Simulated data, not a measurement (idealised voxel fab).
The process module presented herein is designated voxel self aligned contacts.
Square cell edge 5 nm, section width 280 nm, ID cut.
Cross-section = grid of square cells, listed top down in bands; band = one or more rows.
For a band, the entry starts with two heights in nm, that of the top and then that of the bottom, and carries on with the band's materials in order from left to right, each alongside its width in nm; the word "throughout" beside a single material means it fills the band edge to edge, and "blank" means empty space.
Note: height 0 marks the level under which the wafer is uniformly one material as received. Lowest band unbounded below, written "0 down".
The two numbers in a width such as "30 to 40" mark its ends across the band: the first belongs to the top row of cells, the second to the bottom row, and from each row to the next the width moves by the same amount.
"no change occurred" -> step changed no cross-section cell.
This entry, "Closed voids list", enumerates those empty regions of no fewer than 8 cells that possess no open connection to the top. Each region is reported in the form width x height at distance, the distance being taken from the left edge, with all three quantities expressed in nm.
On each step's line, the part that comes after the settings is the simulator's own comment on the step.
"overlay nm" on a masked step: distance the mask lay right of its planned place, negative for left.
Set out below are the planned steps of the process:
| 1 | RECEIVE, material Si |
| 2 | CONFORMAL_DEP, material SiO2, thk nm 5 |
| 3 | DIRECTIONAL_DEP, material polySi, thk nm 30 |
| 4 | DIRECTIONAL_DEP, material SiN, thk nm 5 |
| 5 | MASKED_ETCH, tone cover, mask id GATE, width nm 25, pitch nm 60, etch materials SiN, depth nm 15, overlay nm 0 |
| 6 | MASKED_ETCH, tone cover, mask id GATE, width nm 25, pitch nm 60, etch materials polySi, depth nm 30, overlay nm 0 |
| 7 | CONFORMAL_DEP, material SiN, thk nm 5 |
| 8 | DIRECTIONAL_ETCH, etch materials SiN, depth nm 5 |
| 9 | FILL_DEP, material SiO2, thk nm 20 |
| 10 | CMP, height nm 60 |
| 11 | PATTERN, tone open, mask id CONTACT, material resist, width nm 45, thk nm 15, overlay nm 0 |
| 12 | DIRECTIONAL_ETCH, etch materials SiO2, depth nm 60 |
| 13 | STRIP, etch materials resist |
| 14 | CONFORMAL_DEP, material TiN, thk nm 5 |
| 15 | FILL_DEP, material Ru, thk nm 5 |
| 16 | CMP, height nm 60 |
| 17 | CONFORMAL_DEP, material SiN, thk nm 5 |
Among the wafers covered here, the point of difference is the thk nm at step 4; their starting state is shared, and the plan presents the value of the first wafer.
So this is the first of several wafers, cross-sectioned as it came to us, meaning it's at the end of step 1:
- 0 down | Si throughout
- Closed voids list: none
Below, a row for every wafer. Read it as the end-of-module picture: for each material the wafer shows its cells gained (+) or lost (-) since it was received, and then its closed voids:
thk nm 5, +45 Ru, +94 SiN, +498 SiO2, +31 TiN, +60 polySi, Closed voids list: none
thk nm 10, +41 Ru, +108 SiN, +488 SiO2, +31 TiN, +60 polySi, Closed voids list: none
thk nm 15, +37 Ru, +122 SiN, +478 SiO2, +31 TiN, +60 polySi, Closed voids list: none
thk nm 20, +9 Ru, +154 SiN, +214 SiO2, +15 TiN, +336 polySi, Closed voids list: none
thk nm 25, +6 Ru, +210 SiN, +167 SiO2, +9 TiN, +336 polySi, Closed voids list: none
thk nm 30, +3 Ru, +252 SiN, +130 SiO2, +7 TiN, +336 polySi, Closed voids list: none
